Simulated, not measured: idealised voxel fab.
process module | voxel ribs on slabs
cross-section cut | 265 nm wide | cells 5 nm
A cross-section is a grid of square cells, given in bands from the top down. A band is one or more rows of cells.
Each band's line starts with the height of the band's top and of its bottom, in nm. Then come its materials from left to right, each with its width in nm. One material with "throughout" fills the band from edge to edge. "air" is empty space.
Height 0 is the level under which the wafer as received is all one material. The lowest band goes on downwards, as in "0 down".
A width such as "30 to 40" changes by the same amount from each row of cells to the next, from the band's top row to its bottom row.
"no change" after a step means that no cell of the cross-section changed.
closed voids: empty space of 8 cells or more with no open way to the top, each as width x height at its distance from the left edge, in nm
after a step's settings: what the simulator itself notes on the step
overlay nm, on a step with a mask: how far to the right of its planned place the mask lay; to the left if negative
plan
1 op RECEIVE | material Si
2 op DIRECTIONAL_DEP | material SiO2 | thk nm 30
3 op DIRECTIONAL_DEP | material SiN | thk nm 20
4 op PATTERN | tone cover | mask id RIB | material resist | width nm 25 | thk nm 15 | overlay nm 0
5 op DIRECTIONAL_ETCH | etch materials SiN | depth nm 5
6 op STRIP | etch materials resist
7 op PATTERN | tone cover | mask id SLAB | material resist | width nm 85 | thk nm 15 | overlay nm 0
8 op DIRECTIONAL_ETCH | etch materials SiN | depth nm 15
9 op STRIP | etch materials resist
10 op FILL_DEP | material SiO2 | thk nm 20
11 op CMP | height nm 60
12 op DIRECTIONAL_DEP | material W | thk nm 5
13 op DIRECTIONAL_DEP | material aC | thk nm 15
14 op PATTERN | tone cover | mask id HEATER | material resist | width nm 35 | thk nm 30 | overlay nm 0
15 op DIRECTIONAL_ETCH | etch materials aC | depth nm 15
16 op STRIP | etch materials resist
17 op DIRECTIONAL_ETCH | etch materials W | depth nm 5
18 op STRIP | etch materials aC
19 op CONFORMAL_DEP | material SiN | thk nm 10
as received, after step 1
  0 down: Si throughout
  closed voids: none
a wafer at the end: this start, this plan, one mistake
  75 to 70: air 105 | SiN 55 | air 105
  70 to 65: SiN throughout
  65 to 60: SiN 115 | W 35 | SiN 115
  60 to 50: SiO2 throughout
  50 to 45: SiO2 120 | SiN 25 | SiO2 120
  45 to 30: SiO2 95 | SiN 75 | SiO2 95
  30 to 0: SiO2 throughout
  0 down: Si throughout
  closed voids: none
what went wrong: step 7 ran as: op PATTERN | tone cover | mask id SLAB | material resist | width nm 75 | thk nm 15 | overlay nm 0
